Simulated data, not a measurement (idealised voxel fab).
The name of this process module is voxel capacitor over wiring.
cross-section cut | 295 nm wide | cells 5 nm
We lay out every cross-section as a grid of square cells and spell it out in bands from the top down, where one band means one or more rows of cells. Basically the band line says how high the top is and how high the bottom is, in nm, and then what's in it from left to right, every material with its width in nm. Empty space shows up as "air", and if a single material carries "full width" it runs the full band edge to edge. Heads up on the height convention: 0 is the point under which the incoming wafer is all one material, and the lowest band has no bottom, it just keeps going down, like "0 -> down". A width such as "30->40" changes by the same amount from each row of cells to the next, from the band's top row to its bottom row. "everything unchanged" for a step: no cell of the cross-section changed in that step. For the entry "Listed closed voids", the listed items are empty spaces with no open way to the top whose size is 8 cells or more; each item follows the pattern width x height at distance, where distance is from the left edge and all three are in nm. Note: text after step settings on the step line = simulator remark on that step. Steps that use a mask can have "overlay nm" on their line. It says how far the mask sat to the right of where it was meant to be. Negative means to the left.

**This section lists the process steps that were planned**
1. RECEIVE: material Si
2. CONFORMAL_DEP: material SiO2, thk nm 10
3. CONFORMAL_DEP: material SiN, thk nm 5
4. DIRECTIONAL_DEP: material SiO2, thk nm 20
5. PATTERN: tone open, mask id METAL_1, material resist, width nm 20, pitch nm 90, thk nm 15, overlay nm 0
6. DIRECTIONAL_ETCH: etch materials SiO2, depth nm 20
7. DIRECTIONAL_ETCH: etch materials SiN, depth nm 5
8. STRIP: etch materials resist
9. CONFORMAL_DEP: material TiN, thk nm 5
10. FILL_DEP: material W, thk nm 5
11. CMP: height nm 35
12. CONFORMAL_DEP: material SiCN, thk nm 5
13. DIRECTIONAL_DEP: material lowk, thk nm 10
14. PATTERN: tone open, mask id PLUG_1, material resist, width nm 15, thk nm 15, overlay nm 0
15. DIRECTIONAL_ETCH: etch materials lowk, depth nm 10
16. DIRECTIONAL_ETCH: etch materials SiCN, depth nm 5
17. STRIP: etch materials resist
18. CONFORMAL_DEP: material TiN, thk nm 5
19. FILL_DEP: material W, thk nm 10
20. CMP: height nm 50
21. DIRECTIONAL_DEP: material TiN, thk nm 10
22. DIRECTIONAL_DEP: material Al2O3, thk nm 5
23. DIRECTIONAL_DEP: material TiN, thk nm 5
24. DIRECTIONAL_DEP: material aC, thk nm 15
25. PATTERN: tone cover, mask id UPPER_PLATE, material resist, width nm 75, thk nm 35, overlay nm 0
26. DIRECTIONAL_ETCH: etch materials aC, depth nm 15
27. STRIP: etch materials resist
28. DIRECTIONAL_ETCH: etch materials TiN, depth nm 5
29. DIRECTIONAL_ETCH: etch materials Al2O3, depth nm 5
30. STRIP: etch materials aC
31. PATTERN: tone cover, mask id LOWER_PLATE, material resist, width nm 85, thk nm 20, overlay nm 0
32. DIRECTIONAL_ETCH: etch materials TiN, depth nm 10
33. STRIP: etch materials resist
34. FILL_DEP: material SiO2, thk nm 20
35. CMP: height nm 85
36. PATTERN: tone open, mask id PLUG_2, material resist, width nm 15, thk nm 20, overlay nm 0
37. DIRECTIONAL_ETCH: etch materials SiO2, depth nm 15
38. STRIP: etch materials resist
39. CONFORMAL_DEP: material TiN, thk nm 5
40. FILL_DEP: material W, thk nm 10
41. CMP: height nm 85
42. CONFORMAL_DEP: material SiN, thk nm 5
The wafers are alike at the start. At step 23, their thk nm differs. The plan lists the first wafer's value.

**Incoming state of the first of several wafers in cross-section: after step 1**
* 0 -> down = Si full width
* Listed closed voids: none

**End of the module, past its last step, step 42: how the first of several wafers looks in cross-section**
* 90 -> 85 = SiN full width
* 85 -> 75 = SiO2: 105 / TiN: 5 / W: 5 / TiN: 5 / SiO2: 175
* 75 -> 65 = SiO2: 105->95 / TiN: 15->75 / SiO2: 175->125
* 65 -> 60 = SiO2: 95 / Al2O3: 75 / SiO2: 125
* 60 -> 50 = SiO2: 90 / TiN: 85 / SiO2: 120
* 50 -> 40 = lowk: 95 / TiN: 5 / W: 5 / TiN: 5 / lowk: 185
* 40 -> 35 = SiCN: 95 / TiN: 15 / SiCN: 185
* 35 -> 15 = SiO2: 90 / TiN: 5 / W: 10 / TiN: 5 / SiO2: 70 / TiN: 5 / W: 10 / TiN: 5 / SiO2: 95
* 15 -> 10 = SiN: 90 / TiN: 20 / SiN: 70 / TiN: 20 / SiN: 95
* 10 -> 0 = SiO2 full width
* 0 -> down = Si full width
* Listed closed voids: none

**Cross-section at module completion, last wafer**
* 90 -> 85 = SiN full width
* 85 -> 80 = SiO2: 95 / TiN: 75 / SiO2: 125
* 80 -> 70 = SiO2: 90 / TiN: 85 / SiO2: 120
* 70 -> 65 = TiN full width
* 65 -> 60 = Al2O3 full width
* 60 -> 50 = TiN full width
* 50 -> 40 = lowk: 95 / TiN: 5 / W: 5 / TiN: 5 / lowk: 185
* 40 -> 35 = SiCN: 95 / TiN: 15 / SiCN: 185
* 35 -> 15 = SiO2: 90 / TiN: 5 / W: 10 / TiN: 5 / SiO2: 70 / TiN: 5 / W: 10 / TiN: 5 / SiO2: 95
* 15 -> 10 = SiN: 90 / TiN: 20 / SiN: 70 / TiN: 20 / SiN: 95
* 10 -> 0 = SiO2 full width
* 0 -> down = Si full width
* Listed closed voids: none

**Quick key for the table: a row per wafer, taken at the end of the module. For each material it tells you how many cells the wafer gained (+) or lost (-) since it came in, and the closed voids come after**
thk nm 5, +15 Al2O3, +56 SiCN, +110 SiN, +662 SiO2, +87 TiN, +20 W, +112 lowk, Listed closed voids: none
thk nm 10, +59 Al2O3, +56 SiCN, +110 SiN, +520 SiO2, +186 TiN, +19 W, +112 lowk, Listed closed voids: none
thk nm 15, +59 Al2O3, +56 SiCN, +110 SiN, +506 SiO2, +201 TiN, +18 W, +112 lowk, Listed closed voids: none
thk nm 20, +59 Al2O3, +56 SiCN, +110 SiN, +450 SiO2, +257 TiN, +18 W, +112 lowk, Listed closed voids: none
